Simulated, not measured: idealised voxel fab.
process module | voxel self aligned vias
cross-section cut | 270 nm wide | cells 5 nm
A cross-section is a grid of square cells, given in bands from the top down. A band is one or more rows of cells.
Each band's line starts with the height of the band's top and of its bottom, in nm. Then come its materials from left to right, each with its width in nm. One material with "throughout" fills the band from edge to edge. "air" is empty space.
Height 0 is the level under which the wafer as received is all one material. The lowest band goes on downwards, as in "0 down".
A width such as "30 to 40" changes by the same amount from each row of cells to the next, from the band's top row to its bottom row.
"no change" after a step means that no cell of the cross-section changed.
closed voids: empty space of 8 cells or more with no open way to the top, each as width x height at its distance from the left edge, in nm
after a step's settings: what the simulator itself notes on the step
overlay nm, on a step with a mask: how far to the right of its planned place the mask lay; to the left if negative
plan
1 op RECEIVE | material Si
2 op CONFORMAL_DEP | material SiO2 | thk nm 15
3 op CONFORMAL_DEP | material SiCN | thk nm 5
4 op DIRECTIONAL_DEP | material lowk | thk nm 25
5 op MASKED_ETCH | tone open | mask id LINES | width nm 30 | pitch nm 70 | etch materials lowk | depth nm 25 | overlay nm 0
6 op CONFORMAL_DEP | material TiN | thk nm 5
7 op FILL_DEP | material W | thk nm 10
8 op CMP | height nm 45
9 op SELECTIVE_ETCH | etch materials W Ru TiN | depth nm 5
10 op FILL_DEP | material SiN | thk nm 10
11 op CMP | height nm 45
12 op DIRECTIONAL_DEP | material lowk | thk nm 15
13 op DIRECTIONAL_DEP | material aC | thk nm 15
14 op PATTERN | tone open | mask id VIAS | material resist | width nm 50 | pitch nm 70 | thk nm 30 | overlay nm 0
15 op DIRECTIONAL_ETCH | etch materials aC | depth nm 15
16 op STRIP | etch materials resist
17 op DIRECTIONAL_ETCH | etch materials lowk | depth nm 15
18 op DIRECTIONAL_ETCH | etch materials SiN | depth nm 5
19 op STRIP | etch materials aC
20 op CONFORMAL_DEP | material TiN | thk nm 5
21 op FILL_DEP | material W | thk nm 5
22 op CMP | height nm 60
23 op CONFORMAL_DEP | material SiN | thk nm 5
as received, after step 1
  0 down: Si throughout
  closed voids: none
first wafer at the end, as planned
  65 to 60: SiN throughout
  60 to 50: lowk 40 | TiN 5 | W 40 | TiN 5 | lowk 20 | TiN 5 | W 40 | TiN 5 | lowk 20 | TiN 5 | W 40 | TiN 5 | lowk 40
  50 to 45: lowk 40 | TiN 15 | W 20 | TiN 15 | lowk 20 | TiN 15 | W 20 | TiN 15 | lowk 20 | TiN 15 | W 20 | TiN 15 | lowk 40
  45 to 40: lowk 50 | TiN 30 | lowk 40 | TiN 30 | lowk 40 | TiN 30 | lowk 50
  40 to 25: lowk 50 | TiN 5 | W 20 | TiN 5 | lowk 40 | TiN 5 | W 20 | TiN 5 | lowk 40 | TiN 5 | W 20 | TiN 5 | lowk 50
  25 to 20: lowk 50 | TiN 30 | lowk 40 | TiN 30 | lowk 40 | TiN 30 | lowk 50
  20 to 15: SiCN throughout
  15 to 0: SiO2 throughout
  0 down: Si throughout
  closed voids: none
second wafer at the end: like start, like plan, one mistake
  65 to 60: SiN throughout
  60 to 50: lowk 40 | TiN 5 | W 40 | TiN 5 | lowk 20 | TiN 5 | W 40 | TiN 5 | lowk 20 | TiN 5 | W 40 | TiN 5 | lowk 40
  50 to 45: lowk 40 | TiN 50 | lowk 20 | TiN 50 | lowk 20 | TiN 50 | lowk 40
  45 to 40: SiCN throughout
  40 to 15: lowk throughout
  15 to 0: SiO2 throughout
  0 down: Si throughout
  closed voids: none
what went wrong: steps 3 and 4 were swapped
at the end the second wafer has, in cells: 42 fewer of TiN | 48 fewer of W | 90 more of lowk
